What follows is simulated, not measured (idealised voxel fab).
process module | voxel capacitor over wiring
cross-section cut | 175 nm wide | cells 5 nm
A cross-section is a grid of square cells, given in bands from the top down. A band is one or more rows of cells.
Each band's line starts with the height of the band's top and of its bottom, in nm. Then come its materials from left to right, each with its width in nm. One material with "throughout" fills the band from edge to edge. "air" is empty space.
Height 0 is the level under which the wafer as received is all one material. The lowest band goes on downwards, as in "0 down".
A width such as "30 to 40" changes by the same amount from each row of cells to the next, from the band's top row to its bottom row.
"no change" after a step means that no cell of the cross-section changed.
closed voids: empty space of 8 cells or more with no open way to the top, each as width x height at its distance from the left edge, in nm
after a step's settings: what the simulator itself notes on the step
overlay nm, on a step with a mask: how far to the right of its planned place the mask lay; to the left if negative
plan
1 op RECEIVE | material Si
2 op CONFORMAL_DEP | material SiO2 | thk nm 15
3 op DIRECTIONAL_DEP | material TiN | thk nm 5
4 op DIRECTIONAL_DEP | material Ru | thk nm 20
5 op PATTERN | tone cover | mask id METAL_1 | material resist | width nm 20 | pitch nm 70 | thk nm 15 | overlay nm 0
6 op DIRECTIONAL_ETCH | etch materials Ru | depth nm 20
7 op DIRECTIONAL_ETCH | etch materials TiN | depth nm 5
8 op STRIP | etch materials resist
9 op FILL_DEP | material lowk | thk nm 10
10 op CMP | height nm 40
11 op CONFORMAL_DEP | material SiCN | thk nm 5
12 op DIRECTIONAL_DEP | material SiO2 | thk nm 20
13 op PATTERN | tone open | mask id PLUG_1 | material resist | width nm 15 | thk nm 20 | overlay nm 0
14 op DIRECTIONAL_ETCH | etch materials SiO2 | depth nm 20
15 op DIRECTIONAL_ETCH | etch materials SiCN | depth nm 5
16 op STRIP | etch materials resist
17 op CONFORMAL_DEP | material TiN | thk nm 5
18 op FILL_DEP | material Ru | thk nm 10
19 op CMP | height nm 65
20 op DIRECTIONAL_DEP | material TiN | thk nm 5
21 op DIRECTIONAL_DEP | material SiN | thk nm 5
22 op DIRECTIONAL_DEP | material TiN | thk nm 5
23 op PATTERN | tone cover | mask id UPPER_PLATE | material resist | width nm 55 | thk nm 20 | overlay nm 0
24 op DIRECTIONAL_ETCH | etch materials TiN | depth nm 5
25 op DIRECTIONAL_ETCH | etch materials SiN | depth nm 5
26 op STRIP | etch materials resist
27 op MASKED_ETCH | tone cover | mask id LOWER_PLATE | width nm 65 | etch materials TiN | depth nm 5 | overlay nm 0
28 op FILL_DEP | material SiO2 | thk nm 15
29 op CMP | height nm 90
30 op DIRECTIONAL_DEP | material aC | thk nm 10
31 op PATTERN | tone open | mask id PLUG_2 | material resist | width nm 15 | thk nm 25 | overlay nm 0
32 op DIRECTIONAL_ETCH | etch materials aC | depth nm 10
33 op STRIP | etch materials resist
34 op DIRECTIONAL_ETCH | etch materials SiO2 | depth nm 10
35 op STRIP | etch materials aC
36 op CONFORMAL_DEP | material TiN | thk nm 5
37 op FILL_DEP | material W | thk nm 5
38 op CMP | height nm 90
39 op CONFORMAL_DEP | material SiCN | thk nm 5
first wafer, as planned
as received, after step 1
  0 down: Si throughout
  closed voids: none
after step 2
  15 to 0: SiO2 throughout
  below 0: unchanged
after step 3
  20 to 15: TiN throughout
  below 15: unchanged
after step 4
  40 to 20: Ru throughout
  below 20: unchanged
after step 5
  55 to 40: air 40 | resist 20 | air 50 | resist 20 | air 45
  below 40: unchanged
after step 6
  55 to 40: air 40 | resist 20 | air 50 | resist 20 | air 45
  40 to 20: air 40 | Ru 20 | air 50 | Ru 20 | air 45
  below 20: unchanged
after step 7
  55 to 40: air 40 | resist 20 | air 50 | resist 20 | air 45
  40 to 20: air 40 | Ru 20 | air 50 | Ru 20 | air 45
  20 to 15: air 40 | TiN 20 | air 50 | TiN 20 | air 45
  below 15: unchanged
after step 8
  40 to 20: air 40 | Ru 20 | air 50 | Ru 20 | air 45
  below 20: unchanged
after step 9
  50 to 40: lowk throughout
  40 to 20: lowk 40 | Ru 20 | lowk 50 | Ru 20 | lowk 45
  20 to 15: lowk 40 | TiN 20 | lowk 50 | TiN 20 | lowk 45
  below 15: unchanged
after step 10
  40 to 20: lowk 40 | Ru 20 | lowk 50 | Ru 20 | lowk 45
  below 20: unchanged
after step 11
  45 to 40: SiCN throughout
  below 40: unchanged
after step 12
  65 to 45: SiO2 throughout
  below 45: unchanged
after step 13
  85 to 65: resist 45 | air 15 | resist 115
  below 65: unchanged
after step 14
  85 to 65: resist 45 | air 15 | resist 115
  65 to 45: SiO2 45 | air 15 | SiO2 115
  below 45: unchanged
after step 15
  85 to 65: resist 45 | air 15 | resist 115
  65 to 45: SiO2 45 | air 15 | SiO2 115
  45 to 40: SiCN 45 | air 15 | SiCN 115
  below 40: unchanged
after step 16
  65 to 45: SiO2 45 | air 15 | SiO2 115
  below 45: unchanged
after step 17
  70 to 65: TiN 50 | air 5 | TiN 120
  65 to 45: SiO2 45 | TiN 5 | air 5 | TiN 5 | SiO2 115
  45 to 40: SiCN 45 | TiN 15 | SiCN 115
  below 40: unchanged
after step 18
  80 to 70: Ru throughout
  70 to 65: TiN 50 | Ru 5 | TiN 120
  65 to 45: SiO2 45 | TiN 5 | Ru 5 | TiN 5 | SiO2 115
  below 45: unchanged
after step 19
  65 to 45: SiO2 45 | TiN 5 | Ru 5 | TiN 5 | SiO2 115
  below 45: unchanged
after step 20
  70 to 65: TiN throughout
  below 65: unchanged
after step 21
  75 to 70: SiN throughout
  below 70: unchanged
after step 22
  80 to 75: TiN throughout
  below 75: unchanged
after step 23
  100 to 80: air 45 | resist 55 | air 75
  below 80: unchanged
after step 24
  100 to 80: air 45 | resist 55 | air 75
  80 to 75: air 45 | TiN 55 | air 75
  below 75: unchanged
after step 25
  100 to 80: air 45 | resist 55 | air 75
  80 to 75: air 45 | TiN 55 | air 75
  75 to 70: air 45 | SiN 55 | air 75
  below 70: unchanged
after step 26
  80 to 75: air 45 | TiN 55 | air 75
  below 75: unchanged
after step 27
  80 to 75: air 45 | TiN 55 | air 75
  75 to 70: air 45 | SiN 55 | air 75
  70 to 65: air 40 | TiN 65 | air 70
  below 65: unchanged
after step 28
  95 to 80: SiO2 throughout
  80 to 75: SiO2 45 | TiN 55 | SiO2 75
  75 to 70: SiO2 45 | SiN 55 | SiO2 75
  70 to 65: SiO2 40 | TiN 65 | SiO2 70
  below 65: unchanged
after step 29
  90 to 80: SiO2 throughout
  below 80: unchanged
after step 30
  100 to 90: aC throughout
  below 90: unchanged
after step 31
  125 to 100: resist 55 | air 15 | resist 105
  below 100: unchanged
after step 32
  115 to 100: resist 55 | air 15 | resist 105
  100 to 90: aC 55 | air 15 | aC 105
  below 90: unchanged
after step 33
  100 to 90: aC 55 | air 15 | aC 105
  below 90: unchanged
after step 34
  100 to 90: aC 55 | air 15 | aC 105
  90 to 80: SiO2 55 | air 15 | SiO2 105
  below 80: unchanged
after step 35
  90 to 80: SiO2 55 | air 15 | SiO2 105
  below 80: unchanged
after step 36
  95 to 90: TiN 60 | air 5 | TiN 110
  90 to 85: SiO2 55 | TiN 5 | air 5 | TiN 5 | SiO2 105
  85 to 75: SiO2 55 to 45 | TiN 15 to 55 | SiO2 105 to 75
  below 75: unchanged
after step 37
  100 to 95: W throughout
  95 to 90: TiN 60 | W 5 | TiN 110
  90 to 85: SiO2 55 | TiN 5 | W 5 | TiN 5 | SiO2 105
  below 85: unchanged
after step 38
  90 to 85: SiO2 55 | TiN 5 | W 5 | TiN 5 | SiO2 105
  below 85: unchanged
after step 39
  95 to 90: SiCN throughout
  below 90: unchanged
second wafer: like start, like plan, one mistake. Through step 9 it matches the first wafer
when step 10 should have ended
  30 to 20: lowk 40 | Ru 20 | lowk 50 | Ru 20 | lowk 45
  below 20: unchanged
when step 11 should have ended
  35 to 30: SiCN throughout
  below 30: unchanged
when step 12 should have ended
  55 to 35: SiO2 throughout
  below 35: unchanged
when step 13 should have ended
  75 to 55: resist 45 | air 15 | resist 115
  below 55: unchanged
when step 14 should have ended
  75 to 55: resist 45 | air 15 | resist 115
  55 to 35: SiO2 45 | air 15 | SiO2 115
  below 35: unchanged
when step 15 should have ended
  75 to 55: resist 45 | air 15 | resist 115
  55 to 35: SiO2 45 | air 15 | SiO2 115
  35 to 30: SiCN 45 | air 15 | SiCN 115
  below 30: unchanged
when step 16 should have ended
  55 to 35: SiO2 45 | air 15 | SiO2 115
  below 35: unchanged
when step 17 should have ended
  60 to 55: TiN 50 | air 5 | TiN 120
  55 to 35: SiO2 45 | TiN 5 | air 5 | TiN 5 | SiO2 115
  35 to 30: SiCN 45 | TiN 15 | SiCN 115
  below 30: unchanged
when step 18 should have ended
  70 to 60: Ru throughout
  60 to 55: TiN 50 | Ru 5 | TiN 120
  55 to 35: SiO2 45 | TiN 5 | Ru 5 | TiN 5 | SiO2 115
  below 35: unchanged
when step 19 should have ended
  65 to 60: Ru throughout
  below 60: unchanged
when step 20 should have ended
  70 to 65: TiN throughout
  below 65: unchanged
when step 21 should have ended
  75 to 70: SiN throughout
  below 70: unchanged
when step 22 should have ended
  80 to 75: TiN throughout
  below 75: unchanged
when step 23 should have ended
  100 to 80: air 45 | resist 55 | air 75
  below 80: unchanged
when step 24 should have ended
  100 to 80: air 45 | resist 55 | air 75
  80 to 75: air 45 | TiN 55 | air 75
  below 75: unchanged
when step 25 should have ended
  100 to 80: air 45 | resist 55 | air 75
  80 to 75: air 45 | TiN 55 | air 75
  75 to 70: air 45 | SiN 55 | air 75
  below 70: unchanged
when step 26 should have ended
  80 to 75: air 45 | TiN 55 | air 75
  below 75: unchanged
when step 27 should have ended
  80 to 75: air 45 | TiN 55 | air 75
  75 to 70: air 45 | SiN 55 | air 75
  70 to 65: air 40 | TiN 65 | air 70
  below 65: unchanged
when step 28 should have ended
  95 to 80: SiO2 throughout
  80 to 75: SiO2 45 | TiN 55 | SiO2 75
  75 to 70: SiO2 45 | SiN 55 | SiO2 75
  70 to 65: SiO2 40 | TiN 65 | SiO2 70
  below 65: unchanged
when step 29 should have ended
  90 to 80: SiO2 throughout
  below 80: unchanged
when step 30 should have ended
  100 to 90: aC throughout
  below 90: unchanged
when step 31 should have ended
  125 to 100: resist 55 | air 15 | resist 105
  below 100: unchanged
when step 32 should have ended
  115 to 100: resist 55 | air 15 | resist 105
  100 to 90: aC 55 | air 15 | aC 105
  below 90: unchanged
when step 33 should have ended
  100 to 90: aC 55 | air 15 | aC 105
  below 90: unchanged
when step 34 should have ended
  100 to 90: aC 55 | air 15 | aC 105
  90 to 80: SiO2 55 | air 15 | SiO2 105
  below 80: unchanged
when step 35 should have ended
  90 to 80: SiO2 55 | air 15 | SiO2 105
  below 80: unchanged
when step 36 should have ended
  95 to 90: TiN 60 | air 5 | TiN 110
  90 to 85: SiO2 55 | TiN 5 | air 5 | TiN 5 | SiO2 105
  85 to 75: SiO2 55 to 45 | TiN 15 to 55 | SiO2 105 to 75
  below 75: unchanged
when step 37 should have ended
  100 to 95: W throughout
  95 to 90: TiN 60 | W 5 | TiN 110
  90 to 85: SiO2 55 | TiN 5 | W 5 | TiN 5 | SiO2 105
  below 85: unchanged
when step 38 should have ended
  90 to 85: SiO2 55 | TiN 5 | W 5 | TiN 5 | SiO2 105
  below 85: unchanged
when step 39 should have ended
  95 to 90: SiCN throughout
  below 90: unchanged
what went wrong: step 10 ran as: op CMP | height nm 30
at the end the second wafer has, in cells: 20 more of Ru | 34 more of TiN | 54 fewer of lowk
